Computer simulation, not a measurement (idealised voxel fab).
The document below concerns the process module designated voxel tone inversion.
Xsec cut, 170 nm wide, square cell size 5 nm.
Bands, listed from the top down, are how a cross-section gets written in this document; the cross-section itself is a grid of square cells, and a band is one or more rows of them. It is stipulated that each band's entry specify, in nanometres, the height of the top of the band and then that of its bottom, followed by the materials of the band in left-to-right sequence, each together with its width in nanometres. A single material marked by the word "edge to edge" is understood to fill the band from edge to edge; the word "blank" is understood to denote empty space. Height 0 is the level under which the wafer as received is all one material. The lowest band goes on downwards, as in "top 0, no bottom". Width: "30..40" (first number = top row, second number = bottom row, same change from row to row of cells). Basically "no modifications" means that step didn't change any cell in the cross-section. So "Enclosed void listing" is basically the list of trapped voids: any empty space of 8 cells or more that can't reach the top through an opening. They're written width x height at distance, the distance being from the left edge, and it's all nm. On each step's line, the part that comes after the settings is the simulator's own comment on the step. Among the settings permitted on a step's line is "overlay nm"; applied to a step with a mask, it specifies the extent to which the mask lay to the right of its planned position, whereas a negative figure signifies a position to the left.
Set out below are the planned steps of the process
| 1 | RECEIVE, material Si |
| 2 | CONFORMAL_DEP, material SiN, thk nm 10 |
| 3 | DIRECTIONAL_DEP, material polySi, thk nm 20 |
| 4 | PATTERN, tone cover, mask id POSTS, material resist, width nm 15, pitch nm 45, thk nm 25, overlay nm 0 |
| 5 | DIRECTIONAL_ETCH, etch materials polySi, depth nm 20 |
| 6 | STRIP, etch materials resist |
| 7 | FILL_DEP, material lowk, thk nm 10 |
| 8 | CMP, height nm 30 |
| 9 | STRIP, etch materials polySi |
| 10 | CONFORMAL_DEP, material TiN, thk nm 5 |
| 11 | FILL_DEP, material Cu, thk nm 10 |
| 12 | CMP, height nm 30 |
| 13 | CONFORMAL_DEP, material SiCN, thk nm 5 |
Step 1 complete: cross-section of the wafer as received
> top 0, no bottom  Si edge to edge
> Enclosed void listing: none
Post-module cross-section of the first of two wafers (run per plan)
> top 35, bottom 30  SiCN edge to edge
> top 30, bottom 15  lowk (30) / TiN (5) / Cu (5) / TiN (5) / lowk (30) / TiN (5) / Cu (5) / TiN (5) / lowk (30) / TiN (5) / Cu (5) / TiN (5) / lowk (35)
> top 15, bottom 10  lowk (30) / TiN (15) / lowk (30) / TiN (15) / lowk (30) / TiN (15) / lowk (35)
> top 10, bottom 0  SiN edge to edge
> top 0, no bottom  Si edge to edge
> Enclosed void listing: none
Cross-section of the latter of the two wafers at module completion. It had an identical start and an identical plan to the former; in running it, one mistake was made
> top 45, bottom 40  SiCN edge to edge
> top 40, bottom 35  Cu edge to edge
> top 35, bottom 30  TiN (35) / Cu (5) / TiN (40) / Cu (5) / TiN (40) / Cu (5) / TiN (40)
> top 30, bottom 15  lowk (30) / TiN (5) / Cu (5) / TiN (5) / lowk (30) / TiN (5) / Cu (5) / TiN (5) / lowk (30) / TiN (5) / Cu (5) / TiN (5) / lowk (35)
> top 15, bottom 10  lowk (30) / TiN (15) / lowk (30) / TiN (15) / lowk (30) / TiN (15) / lowk (35)
> top 10, bottom 0  SiN edge to edge
> top 0, no bottom  Si edge to edge
> Enclosed void listing: none
Deviation from plan: heads up, step 12 didn't go per plan, it actually ran as CMP, height nm 40
Wafer comparison, final, in cells, second relative to first, materials more or fewer: Cu +37; TiN +31
